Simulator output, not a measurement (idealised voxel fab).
The document below concerns the process module designated voxel self aligned vias.
Each square cell in cross-section cut measures 5 nm, and the section as a whole is 275 nm wide.
Bands, listed from the top down, are how a cross-section gets written in this document; the cross-section itself is a grid of square cells, and a band is one or more rows of them. First you get the band's top height and its bottom height, in nm, and then the materials it's made of, left to right, with each width in nm. If you see a single material with "full width", that one covers the band edge to edge. "empty" is empty space. Heads up on the height convention: 0 is the point under which the incoming wafer is all one material, and the lowest band has no bottom, it just keeps going down, like "0 -> down". Width: "30..40" (first number = top row, second number = bottom row, same change from row to row of cells). "remained unchanged" means the step left every cell of the cross-section as it was. Reported under the label "Cavities, sealed" are the empty spaces having no open way to the top and comprising 8 cells or more; the notation for each is width x height at distance, in which the distance is measured from the left edge and all three values are in nm. Past the settings on a step's line: simulator remark, on that step. The line of a step may include "overlay nm". On a step with a mask, this value is how far to the right of its planned place the mask lay. A negative value means the mask lay to the left.

### So here's the lineup of process steps we planned
1) RECEIVE [material Si]
2) CONFORMAL_DEP [material SiO2] [thk nm 10]
3) CONFORMAL_DEP [material SiCN] [thk nm 5]
4) DIRECTIONAL_DEP [material SiO2] [thk nm 20]
5) MASKED_ETCH [tone open] [mask id LINES] [width nm 20] [pitch nm 50] [etch materials SiO2] [depth nm 20] [overlay nm 0]
6) CONFORMAL_DEP [material TiN] [thk nm 5]
7) FILL_DEP [material W] [thk nm 10]
8) CMP [height nm 35]
9) SELECTIVE_ETCH [etch materials W Ru TiN] [depth nm 10]
10) FILL_DEP [material SiN] [thk nm 10]
11) CMP [height nm 35]
12) DIRECTIONAL_DEP [material SiO2] [thk nm 15]
13) PATTERN [tone open] [mask id VIAS] [material resist] [width nm 30] [thk nm 15] [overlay nm 0]
14) DIRECTIONAL_ETCH [etch materials SiO2] [depth nm 15]
15) DIRECTIONAL_ETCH [etch materials SiN] [depth nm 10]
16) STRIP [etch materials resist]
17) CONFORMAL_DEP [material TiN] [thk nm 5]
18) FILL_DEP [material Ru] [thk nm 5]
19) CMP [height nm 50]
20) CONFORMAL_DEP [material SiN] [thk nm 5]

### First of two wafers: run as planned

### Wafer at receipt (post step 1), cross-section
	0 -> down: Si full width
	Cavities, sealed: none

### The following cross-section depicts the wafer upon completion of step 2
	10 -> 0: SiO2 full width
	All layers under 0 are left as they were.

### The following cross-section depicts the wafer upon completion of step 3
	15 -> 10: SiCN full width
	All layers under 10 are left as they were.

### The following cross-section depicts the wafer upon completion of step 4
	35 -> 15: SiO2 full width
	All layers under 15 are left as they were.

### The following cross-section depicts the wafer upon completion of step 5
	35 -> 15: SiO2=100 / empty=20 / SiO2=30 / empty=20 / SiO2=105
	All layers under 15 are left as they were.

### The following cross-section depicts the wafer upon completion of step 6
	40 -> 35: TiN=105 / empty=10 / TiN=40 / empty=10 / TiN=110
	35 -> 20: SiO2=100 / TiN=5 / empty=10 / TiN=5 / SiO2=30 / TiN=5 / empty=10 / TiN=5 / SiO2=105
	20 -> 15: SiO2=100 / TiN=20 / SiO2=30 / TiN=20 / SiO2=105
	All layers under 15 are left as they were.

### The following cross-section depicts the wafer upon completion of step 7
	50 -> 40: W full width
	40 -> 35: TiN=105 / W=10 / TiN=40 / W=10 / TiN=110
	35 -> 20: SiO2=100 / TiN=5 / W=10 / TiN=5 / SiO2=30 / TiN=5 / W=10 / TiN=5 / SiO2=105
	All layers under 20 are left as they were.

### The following cross-section depicts the wafer upon completion of step 8
	35 -> 20: SiO2=100 / TiN=5 / W=10 / TiN=5 / SiO2=30 / TiN=5 / W=10 / TiN=5 / SiO2=105
	All layers under 20 are left as they were.

### The following cross-section depicts the wafer upon completion of step 9
	35 -> 25: SiO2=100 / empty=20 / SiO2=30 / empty=20 / SiO2=105
	All layers under 25 are left as they were.

### The following cross-section depicts the wafer upon completion of step 10
	45 -> 35: SiN full width
	35 -> 25: SiO2=100 / SiN=20 / SiO2=30 / SiN=20 / SiO2=105
	All layers under 25 are left as they were.

### The following cross-section depicts the wafer upon completion of step 11
	35 -> 25: SiO2=100 / SiN=20 / SiO2=30 / SiN=20 / SiO2=105
	All layers under 25 are left as they were.

### The following cross-section depicts the wafer upon completion of step 12
	50 -> 35: SiO2 full width
	All layers under 35 are left as they were.

### The following cross-section depicts the wafer upon completion of step 13
	65 -> 50: resist=95 / empty=30 / resist=150
	All layers under 50 are left as they were.

### The following cross-section depicts the wafer upon completion of step 14
	65 -> 50: resist=95 / empty=30 / resist=150
	50 -> 35: SiO2=95 / empty=30 / SiO2=150
	All layers under 35 are left as they were.

### The following cross-section depicts the wafer upon completion of step 15
	65 -> 50: resist=95 / empty=30 / resist=150
	50 -> 35: SiO2=95 / empty=30 / SiO2=150
	35 -> 25: SiO2=100 / empty=20 / SiO2=30 / SiN=20 / SiO2=105
	All layers under 25 are left as they were.

### The following cross-section depicts the wafer upon completion of step 16
	50 -> 35: SiO2=95 / empty=30 / SiO2=150
	All layers under 35 are left as they were.

### The following cross-section depicts the wafer upon completion of step 17
	55 -> 50: TiN=100 / empty=20 / TiN=155
	50 -> 40: SiO2=95 / TiN=5 / empty=20 / TiN=5 / SiO2=150
	40 -> 35: SiO2=95 / TiN=10 / empty=10 / TiN=10 / SiO2=150
	35 -> 30: SiO2=100 / TiN=5 / empty=10 / TiN=5 / SiO2=30 / SiN=20 / SiO2=105
	30 -> 25: SiO2=100 / TiN=20 / SiO2=30 / SiN=20 / SiO2=105
	All layers under 25 are left as they were.

### The following cross-section depicts the wafer upon completion of step 18
	60 -> 55: Ru full width
	55 -> 50: TiN=100 / Ru=20 / TiN=155
	50 -> 40: SiO2=95 / TiN=5 / Ru=20 / TiN=5 / SiO2=150
	40 -> 35: SiO2=95 / TiN=10 / Ru=10 / TiN=10 / SiO2=150
	35 -> 30: SiO2=100 / TiN=5 / Ru=10 / TiN=5 / SiO2=30 / SiN=20 / SiO2=105
	All layers under 30 are left as they were.

### The following cross-section depicts the wafer upon completion of step 19
	50 -> 40: SiO2=95 / TiN=5 / Ru=20 / TiN=5 / SiO2=150
	All layers under 40 are left as they were.

### The following cross-section depicts the wafer upon completion of step 20
	55 -> 50: SiN full width
	All layers under 50 are left as they were.

### For the second wafer, take the first wafer's start and plan, then add one mistake made in running it; everything through step 18, that step included, is shared with the first

### The second wafer in cross-section, at the planned close of step 19
	55 -> 50: TiN=100 / Ru=20 / TiN=155
	All layers under 50 are left as they were.

### The second wafer in cross-section, at the planned close of step 20
	60 -> 55: SiN full width
	All layers under 55 are left as they were.
Plan not followed: step 19 did not happen as planned, as run it was CMP [height nm 55]
Wafer comparison, final, in cells, second relative to first, materials more or fewer: Ru: 4 more | TiN: 51 more
